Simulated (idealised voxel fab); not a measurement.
You're looking at the process module voxel self aligned vias.
Square cells of 5 nm make up the cross-section cut, whose width is 280 nm.
Square cells in a grid make up a cross-section in this document, and the grid is given as bands, listed from the top down, each one or more rows of cells. The band entry comprises the height of the band's top followed by the height of its bottom, expressed in nm, and subsequently the band's materials from left to right, each stated together with its width in nm. Where a single material is marked with the word "all across", that material fills the band from edge to edge. The word "empty" represents empty space. Ref level 0: as-received wafer is one material below here. Bottom band extends down with no lower bound ("0 -> down"). Graded width ("30->40"): value in top row of band = first number; value in bottom row = second number; row-to-row change constant. Take "nothing was modified" at face value: in the step it is given for, the cross-section changed in none of its cells. Each empty space that has no open way to the top and spans at least 8 cells appears under "Fully enclosed voids" as width x height at distance, the distance counted from the left edge, all in nm. Past the settings on a step's line: simulator remark, on that step. overlay nm: where the mask lay relative to plan, measured to the right, on steps with a mask; negatives go left.

Here's what the planned process steps look like:
- 1: RECEIVE, material Si
- 2: CONFORMAL_DEP, material SiO2, thk nm 10
- 3: CONFORMAL_DEP, material SiCN, thk nm 5
- 4: DIRECTIONAL_DEP, material lowk, thk nm 25
- 5: DIRECTIONAL_DEP, material aC, thk nm 15
- 6: PATTERN, tone open, mask id LINES, material resist, width nm 30, pitch nm 75, thk nm 30, overlay nm 0
- 7: DIRECTIONAL_ETCH, etch materials aC, depth nm 15
- 8: STRIP, etch materials resist
- 9: DIRECTIONAL_ETCH, etch materials lowk, depth nm 25
- 10: STRIP, etch materials aC
- 11: CONFORMAL_DEP, material TiN, thk nm 5
- 12: FILL_DEP, material W, thk nm 5
- 13: CMP, height nm 40
- 14: SELECTIVE_ETCH, etch materials W Ru TiN, depth nm 5
- 15: FILL_DEP, material SiN, thk nm 10
- 16: CMP, height nm 40
- 17: DIRECTIONAL_DEP, material lowk, thk nm 15
- 18: DIRECTIONAL_DEP, material aC, thk nm 15
- 19: PATTERN, tone open, mask id VIAS, material resist, width nm 50, thk nm 30, overlay nm 0
- 20: DIRECTIONAL_ETCH, etch materials aC, depth nm 15
- 21: STRIP, etch materials resist
- 22: DIRECTIONAL_ETCH, etch materials lowk, depth nm 15
- 23: DIRECTIONAL_ETCH, etch materials SiN, depth nm 5
- 24: STRIP, etch materials aC
- 25: CONFORMAL_DEP, material TiN, thk nm 5
- 26: FILL_DEP, material Ru, thk nm 5
- 27: CMP, height nm 55
- 28: CONFORMAL_DEP, material SiCN, thk nm 5

Delivered wafer in cross-section: state after step 1:
> 0 -> down = Si all across
> Fully enclosed voids: none

Final cross-section, module run with one mistake (start and plan as above):
> 60 -> 55 = SiCN all across
> 55 -> 45 = lowk 75; TiN 5; Ru 40; TiN 5; lowk 155
> 45 -> 40 = lowk 75; TiN 50; lowk 155
> 40 -> 35 = SiN 75; TiN 10; lowk 30; TiN 10; SiN 35; lowk 30; SiN 90
> 35 -> 20 = W 80; TiN 5; lowk 30; TiN 5; W 35; TiN 5; lowk 30; TiN 5; W 85
> 20 -> 15 = TiN 85; lowk 30; TiN 45; lowk 30; TiN 90
> 15 -> 10 = SiCN all across
> 10 -> 0 = SiO2 all across
> 0 -> down = Si all across
> Fully enclosed voids: none
What was the processing mistake? step 6, actual vs plan mismatch, actual run PATTERN, tone cover, mask id LINES, material resist, width nm 30, pitch nm 75, thk nm 30, overlay nm 0
